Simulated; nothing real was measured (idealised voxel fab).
The process module that follows is named voxel double patterning.
This is section cut - it's 280 nm across, gridded in 5 nm square cells.
Cross-section, as written here: a square-cell grid given band by band from the top down, where a band holds one or more rows of cells.
Heads up on the band format: heights come first, top then bottom, in nm. After that it's the materials left to right, each with its width in nm. A single material flagged "all across" fills the whole band edge to edge, and "empty" means there's empty space there.
Height reference: 0 = level under which incoming wafer is all one material. Lowest band: no bottom, runs on downward, e.g. "top 0, no bottom".
A width such as "30..40" changes by the same amount from each row of cells to the next, from the band's top row to its bottom row.
Where the words "nothing changed" appear for a step, the cross-section shows no cell changed by that step; every cell remained as before.
Heads up: "Unvented internal voids" only lists the empty pockets with no open path to the top that are 8 cells or more, and it writes them as width x height at distance, distance from the left edge, in nm.
after a step's settings: what the simulator itself notes on the step
overlay nm: how far to the right of its planned place the mask lay on this masked step (negative: to the left).
These are the steps we planned for the process:
- 1: RECEIVE: material Si
- 2: CONFORMAL_DEP: material SiN, thk nm 10
- 3: DIRECTIONAL_DEP: material SiO2, thk nm 20
- 4: DIRECTIONAL_DEP: material SiCN, thk nm 10
- 5: MASKED_ETCH: tone open, mask id FIRST, width nm 15, pitch nm 50, etch materials SiCN, depth nm 10, overlay nm 0
- 6: MASKED_ETCH: tone open, mask id SECOND, width nm 15, pitch nm 50, etch materials SiCN, depth nm 10, overlay nm 0
- 7: DIRECTIONAL_ETCH: etch materials SiO2, depth nm 20
- 8: STRIP: etch materials SiCN
First of two wafers - as planned:
Wafer cross-section on receipt, i.e. after step 1:
* top 0, no bottom = Si all across
* Unvented internal voids: none
after step 2:
* top 10, bottom 0 = SiN all across
* Anything lower than 0 is untouched.
after step 3:
* top 30, bottom 10 = SiO2 all across
* Anything lower than 10 is untouched.
after step 4:
* top 40, bottom 30 = SiCN all across
* Anything lower than 30 is untouched.
after step 5:
* top 40, bottom 30 = 80 SiCN | 15 empty | 35 SiCN | 15 empty | 35 SiCN | 15 empty | 85 SiCN
* Anything lower than 30 is untouched.
after step 6:
* top 40, bottom 30 = 80 SiCN | 15 empty | 10 SiCN | 15 empty | 10 SiCN | 15 empty | 10 SiCN | 15 empty | 10 SiCN | 15 empty | 85 SiCN
* Anything lower than 30 is untouched.
after step 7:
* top 40, bottom 30 = 80 SiCN | 15 empty | 10 SiCN | 15 empty | 10 SiCN | 15 empty | 10 SiCN | 15 empty | 10 SiCN | 15 empty | 85 SiCN
* top 30, bottom 10 = 80 SiO2 | 15 empty | 10 SiO2 | 15 empty | 10 SiO2 | 15 empty | 10 SiO2 | 15 empty | 10 SiO2 | 15 empty | 85 SiO2
* Anything lower than 10 is untouched.
after step 8:
* top 30, bottom 10 = 80 SiO2 | 15 empty | 10 SiO2 | 15 empty | 10 SiO2 | 15 empty | 10 SiO2 | 15 empty | 10 SiO2 | 15 empty | 85 SiO2
* Anything lower than 10 is untouched.
Second wafer. Start and plan as for the first. One mistake made in running. Agrees with the first up to and including step 6:
when step 7 should have ended:
* top 40, bottom 30 = 80 SiCN | 15 empty | 10 SiCN | 15 empty | 10 SiCN | 15 empty | 10 SiCN | 15 empty | 10 SiCN | 15 empty | 85 SiCN
* top 30, bottom 20 = 80 SiO2 | 15 empty | 10 SiO2 | 15 empty | 10 SiO2 | 15 empty | 10 SiO2 | 15 empty | 10 SiO2 | 15 empty | 85 SiO2
* Anything lower than 20 is untouched.
when step 8 should have ended:
* top 30, bottom 20 = 80 SiO2 | 15 empty | 10 SiO2 | 15 empty | 10 SiO2 | 15 empty | 10 SiO2 | 15 empty | 10 SiO2 | 15 empty | 85 SiO2
* Anything lower than 20 is untouched.
Finding, execution versus plan: step 7 off recipe, ran as DIRECTIONAL_ETCH: etch materials SiO2, depth nm 10
Count the cells at the end and the second wafer has more or fewer of some materials than the first: SiO2 +30
